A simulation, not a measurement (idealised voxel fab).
Process module heading - voxel plated lines
Xsec cut, 175 nm wide, square cell size 5 nm.
Cross-section, as written here: a square-cell grid given band by band from the top down, where a band holds one or more rows of cells. A band entry consists of two parts. The first gives the height of the band's top and the height of its bottom, in nm. The rest lists the band's materials from left to right, each with its width in nm. A single material labelled with the word "everywhere" fills the band from edge to edge, and the word "air" marks empty space. Ref level 0: as-received wafer is one material below here. Bottom band extends down with no lower bound ("z 0 and below"). Width "30..40": first value at the band's top row of cells, second value at its bottom row, equal change from row to row. Basically "no alterations made" means that step didn't change any cell in the cross-section. Listed in "Sealed voids": every empty space of 8 or more cells without an open way to the top. Form: width x height at distance, the distance being from the left edge, all in nm. Where a step's line continues beyond its settings, the continuation is a remark by the simulator itself on that step. Regarding "overlay nm": on a step with a mask, it is the distance the mask lay to the right of its planned place; a negative value places it to the left.
Intended process steps:
- 1: RECEIVE (material Si)
- 2: CONFORMAL_DEP (material SiO2; thk nm 5)
- 3: DIRECTIONAL_DEP (material TiN; thk nm 5)
- 4: PATTERN (tone open; mask id LINES; material resist; width nm 20; pitch nm 40; thk nm 40; overlay nm 0)
- 5: EPI (material Ru; thk nm 5)
- 6: EPI (material Ru; thk nm 5)
- 7: EPI (material Ru; thk nm 10)
- 8: STRIP (etch materials resist)
- 9: DIRECTIONAL_ETCH (etch materials TiN; depth nm 5)
- 10: CONFORMAL_DEP (material SiN; thk nm 10)
Cross-section: wafer on arrival = after step 1:
    z 0 and below = Si everywhere
    Sealed voids: none
Result of the module, cross-sectioned: start per above, plan per above, one error in how it was run:
    z 40 to 30 = air=25 | SiN=120 | air=30
    z 30 to 25 = air=25 | SiN=10 | Ru=20 | SiN=20 | Ru=20 | SiN=20 | Ru=20 | SiN=10 | air=30
    z 25 to 15 = SiN=35 | Ru=20 | SiN=20 | Ru=20 | SiN=20 | Ru=20 | SiN=40
    z 15 to 10 = Ru everywhere
    z 10 to 5 = TiN everywhere
    z 5 to 0 = SiO2 everywhere
    z 0 and below = Si everywhere
    Sealed voids: none
What was the processing mistake? plan steps 4 and 5 run swapped
